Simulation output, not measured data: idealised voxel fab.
Process module name: voxel capacitor over wiring
It is cross-section cut that appears here, measuring 290 nm in width, its square cells being 5 nm in size.
The cross-sections in this document take the form of a grid made of square cells. They are written out as bands, in order from top to bottom. Each band consists of one or more rows of cells.
Look at the band entry: it leads with the top's height and the bottom's height in nm. Then it lists the materials left to right, with a width in nm for each. The word "edge to edge" on a single material says that material fills the band edge to edge. The word "blank" is empty space.
Counting heights begins at 0, where everything beneath is, in the wafer as received, one material. The lowest band has no bottom; it goes on downwards, as "z 0 and below" shows.
When a width is written as two numbers, as in "30->40", the first number is the width in the top row of cells of the band and the second is the width in its bottom row, and the width changes by the same amount from each row to the next.
"nothing different" -> step changed no cross-section cell.
Voids not open to the top, 8 cells minimum: see "closed voids". Written width x height at distance; distance is from the left edge; nm.
Post-settings text on a step line: simulator's own remark regarding the step.
The setting "overlay nm" may be written on the line of a step. When the step uses a mask, the value reports how far to the right of the planned place the mask lay, and a negative value reports that it lay to the left.
Here's what the planned process steps look like
- 1: RECEIVE | material Si
- 2: CONFORMAL_DEP | material SiO2 | thk nm 10
- 3: CONFORMAL_DEP | material SiCN | thk nm 5
- 4: DIRECTIONAL_DEP | material SiO2 | thk nm 25
- 5: PATTERN | tone open | mask id METAL_1 | material resist | width nm 20 | pitch nm 80 | thk nm 15 | overlay nm 0
- 6: DIRECTIONAL_ETCH | etch materials SiO2 | depth nm 25
- 7: DIRECTIONAL_ETCH | etch materials SiCN | depth nm 5
- 8: STRIP | etch materials resist
- 9: CONFORMAL_DEP | material TiN | thk nm 5
- 10: FILL_DEP | material Cu | thk nm 10
- 11: CMP | height nm 40
- 12: CONFORMAL_DEP | material SiCN | thk nm 5
- 13: DIRECTIONAL_DEP | material lowk | thk nm 15
- 14: MASKED_ETCH | tone open | mask id PLUG_1 | width nm 15 | etch materials lowk | depth nm 15 | overlay nm 0
- 15: MASKED_ETCH | tone open | mask id PLUG_1 | width nm 15 | etch materials SiCN | depth nm 5 | overlay nm 0
- 16: CONFORMAL_DEP | material TiN | thk nm 5
- 17: FILL_DEP | material Cu | thk nm 10
- 18: CMP | height nm 60
- 19: DIRECTIONAL_DEP | material TiN | thk nm 10
- 20: DIRECTIONAL_DEP | material Al2O3 | thk nm 5
- 21: DIRECTIONAL_DEP | material TiN | thk nm 5
- 22: DIRECTIONAL_DEP | material aC | thk nm 15
- 23: PATTERN | tone cover | mask id UPPER_PLATE | material resist | width nm 65 | thk nm 35 | overlay nm 0
- 24: DIRECTIONAL_ETCH | etch materials aC | depth nm 15
- 25: STRIP | etch materials resist
- 26: DIRECTIONAL_ETCH | etch materials TiN | depth nm 5
- 27: DIRECTIONAL_ETCH | etch materials Al2O3 | depth nm 5
- 28: STRIP | etch materials aC
- 29: PATTERN | tone cover | mask id LOWER_PLATE | material resist | width nm 75 | thk nm 20 | overlay nm 0
- 30: DIRECTIONAL_ETCH | etch materials TiN | depth nm 10
- 31: STRIP | etch materials resist
- 32: FILL_DEP | material SiO2 | thk nm 15
- 33: CMP | height nm 90
- 34: DIRECTIONAL_DEP | material aC | thk nm 10
- 35: PATTERN | tone open | mask id PLUG_2 | material resist | width nm 15 | thk nm 25 | overlay nm 0
- 36: DIRECTIONAL_ETCH | etch materials aC | depth nm 10
- 37: STRIP | etch materials resist
- 38: DIRECTIONAL_ETCH | etch materials SiO2 | depth nm 10
- 39: STRIP | etch materials aC
- 40: CONFORMAL_DEP | material TiN | thk nm 5
- 41: FILL_DEP | material Ru | thk nm 5
- 42: CMP | height nm 90
- 43: CONFORMAL_DEP | material SiN | thk nm 5
Cross-section, incoming material, after step 1
- z 0 and below: Si edge to edge
- closed voids: none
Final wafer profile in cross-section after the module, from the same start and plan as above, with one mistake made during processing
- z 95 to 90: SiN edge to edge
- z 90 to 85: 110 of SiO2 / 5 of TiN / 5 of Ru / 5 of TiN / 165 of SiO2
- z 85 to 80: 110 of SiO2 / 15 of TiN / 165 of SiO2
- z 80 to 75: 100 of SiO2 / 65 of Al2O3 / 125 of SiO2
- z 75 to 65: 95 of SiO2 / 75 of TiN / 120 of SiO2
- z 65 to 60: TiN edge to edge
- z 60 to 45: 100 of lowk / 5 of TiN / 5 of Cu / 5 of TiN / 175 of lowk
- z 45 to 40: 100 of SiCN / 15 of TiN / 175 of SiCN
- z 40 to 15: 95 of SiO2 / 5 of TiN / 10 of Cu / 5 of TiN / 60 of SiO2 / 5 of TiN / 10 of Cu / 5 of TiN / 95 of SiO2
- z 15 to 10: 95 of SiCN / 20 of TiN / 60 of SiCN / 20 of TiN / 95 of SiCN
- z 10 to 0: SiO2 edge to edge
- z 0 and below: Si edge to edge
- closed voids: none
Short version of what went wrong: the processing plan was not followed for steps 20 and 21, which were run with their positions exchanged
